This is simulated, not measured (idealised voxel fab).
process module | voxel fin reveal
cross-section cut | 185 nm wide | cells 5 nm
A cross-section is a grid of square cells, given in bands from the top down. A band is one or more rows of cells.
Each band's line starts with the height of the band's top and of its bottom, in nm. Then come its materials from left to right, each with its width in nm. One material with "throughout" fills the band from edge to edge. "air" is empty space.
Height 0 is the level under which the wafer as received is all one material. The lowest band goes on downwards, as in "0 down".
A width such as "30 to 40" changes by the same amount from each row of cells to the next, from the band's top row to its bottom row.
"no change" after a step means that no cell of the cross-section changed.
closed voids: empty space of 8 cells or more with no open way to the top, each as width x height at its distance from the left edge, in nm
after a step's settings: what the simulator itself notes on the step
overlay nm, on a step with a mask: how far to the right of its planned place the mask lay; to the left if negative
plan
1 op RECEIVE | material Si
2 op CONFORMAL_DEP | material SiN | thk nm 5
3 op PATTERN | tone cover | mask id FINS | material resist | width nm 15 | pitch nm 40 | thk nm 15 | overlay nm 0
4 op DIRECTIONAL_ETCH | etch materials SiN | depth nm 5
5 op DIRECTIONAL_ETCH | etch materials Si | depth nm 40
6 op STRIP | etch materials resist
7 op OXIDIZE | depth nm 5
8 op FILL_DEP | material SiO2 | thk nm 5
9 op CMP | height nm 5
10 op SELECTIVE_ETCH | etch materials SiO2 | depth nm 35
11 op STRIP | etch materials SiN
as received, after step 1
  0 down: Si throughout
  closed voids: none
a wafer at the end: this start, this plan, one mistake
  0 to -30: Si 40 | air 25 | Si 15 | air 25 | Si 15 | air 25 | Si 40
  -30 to -45: Si 40 | SiO2 25 | Si 15 | SiO2 25 | Si 15 | SiO2 25 | Si 40
  -45 down: Si throughout
  closed voids: none
what went wrong: step 3 ran as: op PATTERN | tone open | mask id FINS | material resist | width nm 15 | pitch nm 40 | thk nm 15 | overlay nm 0
